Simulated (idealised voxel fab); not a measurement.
Title: Process Module voxel air gaps
Pictured: cross-section cut, 270 nm wide, on a grid of 5 nm square cells.
A cross-section is written here as square cells arranged in a grid, and it is given in bands from the top down, each band taking up one or more rows of cells. Band: top height; bottom height; in nm. Then, left to right: material with width in nm, for each material. "full width": a single material spanning edge to edge. "air": empty space. Note: height 0 marks the level under which the wafer is uniformly one material as received. Lowest band unbounded below, written "0 down". A width such as "30..40" changes by the same amount from each row of cells to the next, from the band's top row to its bottom row. Step marked "no modifications"? Then no cell in the cross-section changed in it. "Fully closed voids" contains a list of empty spaces, each no smaller than 8 cells and without an open way to the top, written in the form width x height at distance with the distance from the left edge and all three in nm. Read whatever lies past the settings on a step's line as the simulator's own remark about the step. The setting "overlay nm" may be written on the line of a step. When the step uses a mask, the value reports how far to the right of the planned place the mask lay, and a negative value reports that it lay to the left.

-- Intended process steps
| 1 | RECEIVE | material Si |
| 2 | CONFORMAL_DEP | material SiO2 | thk nm 10 |
| 3 | CONFORMAL_DEP | material SiCN | thk nm 5 |
| 4 | DIRECTIONAL_DEP | material SiO2 | thk nm 40 |
| 5 | PATTERN | tone open | mask id LINES | material resist | width nm 25 | pitch nm 55 | thk nm 15 | overlay nm 0 |
| 6 | DIRECTIONAL_ETCH | etch materials SiO2 | depth nm 40 |
| 7 | STRIP | etch materials resist |
| 8 | CONFORMAL_DEP | material TiN | thk nm 5 |
| 9 | FILL_DEP | material Ru | thk nm 5 |
| 10 | CMP | height nm 55 |
| 11 | EPI | material Ru | thk nm 10 |
| 12 | SELECTIVE_ETCH | etch materials SiO2 | depth nm 50 |
| 13 | CONFORMAL_DEP | material SiCN | thk nm 5 |

-- Cross-section of the wafer as it came to us, i.e., already through step 1
    0 down | Si full width
    Fully closed voids: none

-- The module was run from the start shown above using the plan shown above, but one mistake was made doing it; the resulting wafer cross-section is below
    70 to 65 | 50 nm air  170 nm SiCN  50 nm air
    65 to 55 | 50 nm air  5 nm SiCN  50 nm Ru  5 nm SiCN  50 nm Ru  5 nm SiCN  50 nm Ru  5 nm SiCN  50 nm air
    55 to 50 | 50 nm air  15 nm SiCN  5 nm TiN  20 nm Ru  5 nm TiN  25 nm SiCN  5 nm TiN  20 nm Ru  5 nm TiN  25 nm SiCN  5 nm TiN  20 nm Ru  5 nm TiN  15 nm SiCN  50 nm air
    50 to 20 | 60 nm air  5 nm SiCN  5 nm TiN  20 nm Ru  5 nm TiN  5 nm SiCN  15 nm air  5 nm SiCN  5 nm TiN  20 nm Ru  5 nm TiN  5 nm SiCN  15 nm air  5 nm SiCN  5 nm TiN  20 nm Ru  5 nm TiN  5 nm SiCN  60 nm air
    20 to 15 | 65 nm SiCN  30 nm TiN  25 nm SiCN  30 nm TiN  25 nm SiCN  30 nm TiN  65 nm SiCN
    15 to 10 | SiCN full width
    10 to 0 | SiO2 full width
    0 down | Si full width
    Fully closed voids: 15 x 30 at 100; 15 x 30 at 155
Deviation from plan: step 5 ran as: PATTERN | tone open | mask id LINES | material resist | width nm 30 | pitch nm 55 | thk nm 15 | overlay nm 0
